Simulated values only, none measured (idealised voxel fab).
This is a process module. Its name is voxel quadruple lines.
In the cross-section labelled cut, the width is 155 nm and each square cell is 5 nm.
The cross-sections in this document take the form of a grid made of square cells. They are written out as bands, in order from top to bottom. Each band consists of one or more rows of cells. Heights first: top, then bottom, in nm. Then materials, left to right, each with a width in nm. "throughout" on a single material: fills the band edge to edge. "air": empty space. Heights from 0 (as-received wafer is one material below). Bottom band endless downward, as "z 0 and below". The notation "30..40" denotes a width that varies across the rows of cells in the band, beginning at the first number in the top row, finishing at the second number in the bottom row, and changing by an identical amount from each row to the next. Where the words "left unchanged" appear for a step, the cross-section shows no cell changed by that step; every cell remained as before. Each empty space that has no open way to the top and spans at least 8 cells appears under "Tabulated closed voids" as width x height at distance, the distance counted from the left edge, all in nm. Step line, after settings: the simulator's comment on this step. overlay nm: where the mask lay relative to plan, measured to the right, on steps with a mask; negatives go left.

Process steps foreseen in the plan:
1,RECEIVE with material Si
2,CONFORMAL_DEP with material SiO2, thk nm 5
3,DIRECTIONAL_DEP with material W, thk nm 10
4,DIRECTIONAL_DEP with material polySi, thk nm 15
5,DIRECTIONAL_DEP with material aC, thk nm 20
6,PATTERN with tone cover, mask id MANDREL, material resist, width nm 35, thk nm 30, overlay nm 0
7,DIRECTIONAL_ETCH with etch materials aC, depth nm 20
8,STRIP with etch materials resist
9,CONFORMAL_DEP with material SiO2, thk nm 15
10,DIRECTIONAL_ETCH with etch materials SiO2, depth nm 15
11,STRIP with etch materials aC
12,DIRECTIONAL_ETCH with etch materials polySi, depth nm 15
13,STRIP with etch materials SiO2
14,CONFORMAL_DEP with material SiCN, thk nm 10
15,DIRECTIONAL_ETCH with etch materials SiCN, depth nm 10
16,STRIP with etch materials polySi
17,DIRECTIONAL_ETCH with etch materials W, depth nm 10
18,STRIP with etch materials SiCN

Wafer as received: cross-section following step 1:
  z 0 and below  Si throughout
  Tabulated closed voids: none

Here's the cross-section of the first of our two wafers at the end of the module - it ran as planned:
  z 15 to 5  air 35 nm | W 10 nm | air 15 nm | W 10 nm | air 15 nm | W 10 nm | air 15 nm | W 10 nm | air 35 nm
  z 5 to 0  SiO2 throughout
  z 0 and below  Si throughout
  Tabulated closed voids: none

Wafer two, sectioned after the module: the first wafer's start, the first wafer's plan, and one mistake in how it was run:
  z 15 to 5  air 40 nm | W 10 nm | air 15 nm | W 10 nm | air 10 nm | W 10 nm | air 15 nm | W 10 nm | air 35 nm
  z 5 to 0  SiO2 throughout
  z 0 and below  Si throughout
  Tabulated closed voids: none
Run error: rather than as planned, step 6 actually ran as PATTERN with tone cover, mask id MANDREL, material resist, width nm 30, thk nm 30, overlay nm 0
Cell counts per material: same on both final wafers. Positions: different.
